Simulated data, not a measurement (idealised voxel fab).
The process module presented herein is designated voxel self aligned contacts.
Section cut is 215 nm wide and gridded with 5 nm square cells.
Cross-section spec: square-cell grid; bands listed top down; each band is one or more rows. Within each band entry, the heights of the top and of the bottom of the band appear first, in that order and in nm; the materials of the band then follow from left to right, each with its corresponding width in nm. The designation "edge to edge" on a single material indicates that it fills the band from edge to edge; the designation "air" indicates empty space. Height is counted from the level 0, under which the received wafer is composed throughout of one material. The lowest of the bands is not closed at the bottom but continues downward, in the notation "z 0 and below". Width spec "30->40" -> top row of cells at first value, bottom row at second value, equal per-row change in between. "no modifications", as given for a step, is the statement that not any cell of the cross-section underwent a change during that step. "Internal closed voids" - sealed voids, min. 8 cells, no opening to top; format: width x height at distance (distance from left edge; nm throughout). Read whatever lies past the settings on a step's line as the simulator's own remark about the step. A step's line can hold "overlay nm"; with a mask on that step, the setting says how far right of the planned place the mask lay, while a negative setting says it lay to the left.

-- Planned step list for the process
1. RECEIVE [material Si]
2. CONFORMAL_DEP [material SiO2] [thk nm 5]
3. DIRECTIONAL_DEP [material polySi] [thk nm 30]
4. DIRECTIONAL_DEP [material SiN] [thk nm 15]
5. DIRECTIONAL_DEP [material aC] [thk nm 15]
6. PATTERN [tone cover] [mask id GATE] [material resist] [width nm 35] [pitch nm 60] [thk nm 30] [overlay nm -15]
7. DIRECTIONAL_ETCH [etch materials aC] [depth nm 15]
8. STRIP [etch materials resist]
9. DIRECTIONAL_ETCH [etch materials SiN] [depth nm 15]
10. DIRECTIONAL_ETCH [etch materials polySi] [depth nm 30]
11. STRIP [etch materials aC]
12. CONFORMAL_DEP [material SiN] [thk nm 5]
13. DIRECTIONAL_ETCH [etch materials SiN] [depth nm 5]
14. FILL_DEP [material SiO2] [thk nm 20]
15. CMP [height nm 60]
16. PATTERN [tone open] [mask id CONTACT] [material resist] [width nm 45] [thk nm 20] [overlay nm 0]
17. DIRECTIONAL_ETCH [etch materials SiO2] [depth nm 60]
18. STRIP [etch materials resist]
19. CONFORMAL_DEP [material TiN] [thk nm 5]
20. FILL_DEP [material W] [thk nm 5]
21. CMP [height nm 60]
22. CONFORMAL_DEP [material SiN] [thk nm 5]
varied across the wafers: overlay nm of step 6. The plan shows the first wafer's value. All wafers start alike

-- Cross-section of the first of several wafers as received (after step 1)
    z 0 and below  Si edge to edge
    Internal closed voids: none

-- Note: the following table is arranged by wafer, a row apiece. Each row reports the end-of-module state: per material, cells gained (+) or cells lost (-) compared with the wafer as received; closed voids follow
overlay nm -15, +121 SiN, +306 SiO2, +31 TiN, +17 W, +84 polySi, Internal closed voids: none
overlay nm -10, +121 SiN, +306 SiO2, +31 TiN, +17 W, +84 polySi, Internal closed voids: none
overlay nm -5, +121 SiN, +306 SiO2, +31 TiN, +17 W, +84 polySi, Internal closed voids: none
overlay nm 0, +121 SiN, +306 SiO2, +31 TiN, +17 W, +84 polySi, Internal closed voids: none
overlay nm 5, +121 SiN, +306 SiO2, +31 TiN, +17 W, +84 polySi, Internal closed voids: none
overlay nm 10, +121 SiN, +306 SiO2, +31 TiN, +17 W, +84 polySi, Internal closed voids: none
overlay nm 15, +121 SiN, +306 SiO2, +31 TiN, +17 W, +84 polySi, Internal closed voids: none
